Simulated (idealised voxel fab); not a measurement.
A process module follows: voxel gate over fins.
The cross-section on display is named cut; it measures 270 nm wide, and its cells are 5 nm squares.
In what follows, cross-sections appear as grids of square cells, described through bands that run from the top down, where every band is one or more rows of cells.
A band entry consists of two parts. The first gives the height of the band's top and the height of its bottom, in nm. The rest lists the band's materials from left to right, each with its width in nm. A single material labelled with the word "full width" fills the band from edge to edge, and the word "air" marks empty space.
Height reference: 0 = level under which incoming wafer is all one material. Lowest band: no bottom, runs on downward, e.g. "z 0 and below".
Note: "30..40" means the width goes from the first number (top row of the band) to the second number (bottom row) in equal steps per row of cells.
"remained unchanged" for a step: no cell of the cross-section changed in that step.
Listed in "Completely sealed voids": every empty space of 8 or more cells without an open way to the top. Form: width x height at distance, the distance being from the left edge, all in nm.
If you see something after the settings on a step's line, that's the simulator's own remark about that step.
"overlay nm" on a masked step: distance the mask lay right of its planned place, negative for left.
-- Set out below are the planned steps of the process
| 1 | RECEIVE with material Si |
| 2 | CONFORMAL_DEP with material SiN, thk nm 5 |
| 3 | MASKED_ETCH with tone cover, mask id FINS, width nm 15, pitch nm 55, etch materials SiN, depth nm 5, overlay nm 0 |
| 4 | MASKED_ETCH with tone cover, mask id FINS, width nm 15, pitch nm 55, etch materials Si, depth nm 30, overlay nm 0 |
| 5 | FILL_DEP with material SiO2, thk nm 15 |
| 6 | CMP with height nm 5 |
| 7 | DIRECTIONAL_DEP with material aC, thk nm 15 |
| 8 | PATTERN with tone open, mask id RAIL, material resist, width nm 15, thk nm 35, overlay nm 0 |
| 9 | DIRECTIONAL_ETCH with etch materials aC, depth nm 15 |
| 10 | STRIP with etch materials resist |
| 11 | DIRECTIONAL_ETCH with etch materials SiO2, depth nm 30 |
| 12 | STRIP with etch materials aC |
| 13 | CONFORMAL_DEP with material TiN, thk nm 5 |
| 14 | FILL_DEP with material Ru, thk nm 5 |
| 15 | CMP with height nm 5 |
| 16 | SELECTIVE_ETCH with etch materials W Ru TiN, depth nm 25 |
| 17 | FILL_DEP with material SiO2, thk nm 5 |
| 18 | CMP with height nm 5 |
| 19 | SELECTIVE_ETCH with etch materials SiO2, depth nm 20 |
| 20 | STRIP with etch materials SiN |
| 21 | CONFORMAL_DEP with material HfO2, thk nm 5 |
| 22 | CONFORMAL_DEP with material TiN, thk nm 5 |
| 23 | FILL_DEP with material W, thk nm 10 |
| 24 | CMP with height nm 15 |
| 25 | CONFORMAL_DEP with material SiN, thk nm 10 |
For this document, wafers share an identical start and vary in the step 8 width nm; the plan quotes the first wafer's value.
-- Received condition of the first of several wafers, sectioned: post-step 1
> z 0 and below = Si full width
> Completely sealed voids: none
-- Module end state after final step 25: cross-section of the first of several wafers
> z 25 to 15 = SiN full width
> z 15 to 10 = W full width
> z 10 to 5 = W=90, then TiN=35, then W=20, then TiN=35, then W=90
> z 5 to 0 = W=90, then TiN=5, then HfO2=25, then TiN=5, then W=20, then TiN=5, then HfO2=25, then TiN=5, then W=90
> z 0 to -5 = W=90, then TiN=5, then HfO2=5, then Si=15, then HfO2=5, then TiN=5, then W=20, then TiN=5, then HfO2=5, then Si=15, then HfO2=5, then TiN=5, then W=90
> z -5 to -10 = TiN=95, then HfO2=5, then Si=15, then HfO2=5, then TiN=30, then HfO2=5, then Si=15, then HfO2=5, then TiN=95
> z -10 to -15 = HfO2=100, then Si=15, then HfO2=40, then Si=15, then HfO2=100
> z -15 to -20 = SiO2=100, then Si=15, then SiO2=40, then Si=15, then SiO2=100
> z -20 to -25 = SiO2=100, then Si=15, then SiO2=10, then TiN=15, then SiO2=15, then Si=15, then SiO2=100
> z -25 to -30 = SiO2=100, then Si=15, then SiO2=40, then Si=15, then SiO2=100
> z -30 and below = Si full width
> Completely sealed voids: none
-- Showing the last wafer in cross-section at the end of the module
> z 25 to 15 = SiN full width
> z 15 to 10 = W full width
> z 10 to 5 = W=90, then TiN=35, then W=20, then TiN=35, then W=90
> z 5 to 0 = W=90, then TiN=5, then HfO2=25, then TiN=5, then W=20, then TiN=5, then HfO2=25, then TiN=5, then W=90
> z 0 to -5 = W=90, then TiN=5, then HfO2=5, then Si=15, then HfO2=5, then TiN=5, then W=20, then TiN=5, then HfO2=5, then Si=15, then HfO2=5, then TiN=5, then W=90
> z -5 to -10 = TiN=95, then HfO2=5, then Si=15, then HfO2=5, then TiN=30, then HfO2=5, then Si=15, then HfO2=5, then TiN=95
> z -10 to -15 = HfO2=100, then Si=15, then HfO2=40, then Si=15, then HfO2=100
> z -15 to -20 = SiO2=100, then Si=15, then SiO2=40, then Si=15, then SiO2=100
> z -20 to -25 = SiO2=100, then Si=15, then SiO2=5, then TiN=30, then SiO2=5, then Si=15, then SiO2=100
> z -25 to -30 = SiO2=100, then Si=15, then SiO2=40, then Si=15, then SiO2=100
> z -30 and below = Si full width
> Completely sealed voids: none
-- Every row in this table is a wafer at the end of the module, and it gives, for each of the materials, the cells that wafer has gained (+) or lost (-) since it was received, then its closed voids
width nm 15 | +66 HfO2 | -288 Si | +108 SiN | +141 SiO2 | +69 TiN | +174 W | Completely sealed voids: none
width nm 20 | +66 HfO2 | -288 Si | +108 SiN | +140 SiO2 | +70 TiN | +174 W | Completely sealed voids: none
width nm 25 | +66 HfO2 | -288 Si | +108 SiN | +139 SiO2 | +71 TiN | +174 W | Completely sealed voids: none
width nm 30 | +66 HfO2 | -288 Si | +108 SiN | +138 SiO2 | +72 TiN | +174 W | Completely sealed voids: none
